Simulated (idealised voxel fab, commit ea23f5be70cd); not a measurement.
Title: Process Module voxel self aligned contacts
FYI the section here is cut, 265 nm wide, cells are 5 nm squares.
Cross-section spec: square-cell grid; bands listed top down; each band is one or more rows.
Within each band entry, the heights of the top and of the bottom of the band appear first, in that order and in nm; the materials of the band then follow from left to right, each with its corresponding width in nm. The designation "throughout" on a single material indicates that it fills the band from edge to edge; the designation "blank" indicates empty space.
Height reference: 0 = level under which incoming wafer is all one material. Lowest band: no bottom, runs on downward, e.g. "from 0 down".
A width given as "30..40" starts at the first number in the band's top row and ends at the second number in its bottom row, shifting by an equal amount at every step from row to row.
Where a step carries "left unchanged", the cross-section came out of it unchanged, cell for cell.
The entry "Enclosed cavities" lists the empty spaces that cover at least 8 cells and have no open path to the top. Each is written as width x height at distance, where the distance is measured from the left edge and all three values are in nm.
It should be noted that, on the line of a given step, the content following the step's settings is a remark produced by the simulator itself with respect to that step.
"overlay nm", when on a step's line for a step with a mask, measures how far to the right of its planned place the mask lay; a negative measure means to the left.
The process steps that were planned are listed below:
1) RECEIVE, material Si
2) OXIDIZE, depth nm 5
3) DIRECTIONAL_DEP, material polySi, thk nm 30
4) DIRECTIONAL_DEP, material SiN, thk nm 20
5) PATTERN, tone cover, mask id GATE, material resist, width nm 30, pitch nm 65, thk nm 20, overlay nm 0
6) DIRECTIONAL_ETCH, etch materials SiN, depth nm 20
7) DIRECTIONAL_ETCH, etch materials polySi, depth nm 30
8) STRIP, etch materials resist
9) CONFORMAL_DEP, material SiN, thk nm 10
10) DIRECTIONAL_ETCH, etch materials SiN, depth nm 10
11) FILL_DEP, material SiO2, thk nm 15
12) CMP, height nm 55
13) DIRECTIONAL_DEP, material aC, thk nm 15
14) PATTERN, tone open, mask id CONTACT, material resist, width nm 45, thk nm 30, overlay nm 0
15) DIRECTIONAL_ETCH, etch materials aC, depth nm 15
16) STRIP, etch materials resist
17) DIRECTIONAL_ETCH, etch materials SiO2, depth nm 60
18) STRIP, etch materials aC
19) CONFORMAL_DEP, material TiN, thk nm 5
20) FILL_DEP, material Ru, thk nm 10
21) CMP, height nm 55
22) CONFORMAL_DEP, material SiN, thk nm 5
Cross-section: wafer on arrival = after step 1:
from 0 down | Si throughout
Enclosed cavities: none
First of two wafers: cross-section at end of module, run per plan:
from 60 to 55 | SiN throughout
from 55 to 50 | SiO2 (110)  TiN (20)  Ru (5)  TiN (20)  SiO2 (110)
from 50 to 30 | SiO2 (75)  SiN (50)  TiN (5)  Ru (5)  TiN (5)  SiN (50)  SiO2 (75)
from 30 to 0 | SiO2 (75)  SiN (10)  polySi (30)  SiN (10)  TiN (5)  Ru (5)  TiN (5)  SiN (10)  polySi (30)  SiN (10)  SiO2 (75)
from 0 to -5 | SiO2 (125)  TiN (15)  SiO2 (125)
from -5 down | Si throughout
Enclosed cavities: none
What the second wafer looks like in cross-section once the module is done. Its start and its plan matched the first wafer's exactly; what differed was one mistake in how it was run:
from 75 to 70 | SiN throughout
from 70 to 60 | Ru throughout
from 60 to 55 | TiN (115)  Ru (35)  TiN (115)
from 55 to 50 | SiO2 (110)  TiN (20)  Ru (5)  TiN (20)  SiO2 (110)
from 50 to 30 | SiO2 (75)  SiN (50)  TiN (5)  Ru (5)  TiN (5)  SiN (50)  SiO2 (75)
from 30 to 0 | SiO2 (75)  SiN (10)  polySi (30)  SiN (10)  TiN (5)  Ru (5)  TiN (5)  SiN (10)  polySi (30)  SiN (10)  SiO2 (75)
from 0 to -5 | SiO2 (125)  TiN (15)  SiO2 (125)
from -5 down | Si throughout
Enclosed cavities: none
What was the processing mistake? no execution of plan step 21; skipped
It is noted that, at the conclusion of processing, the second wafer exhibits a higher or lower cell count for certain materials relative to the first: 113 more of Ru, 46 more of TiN
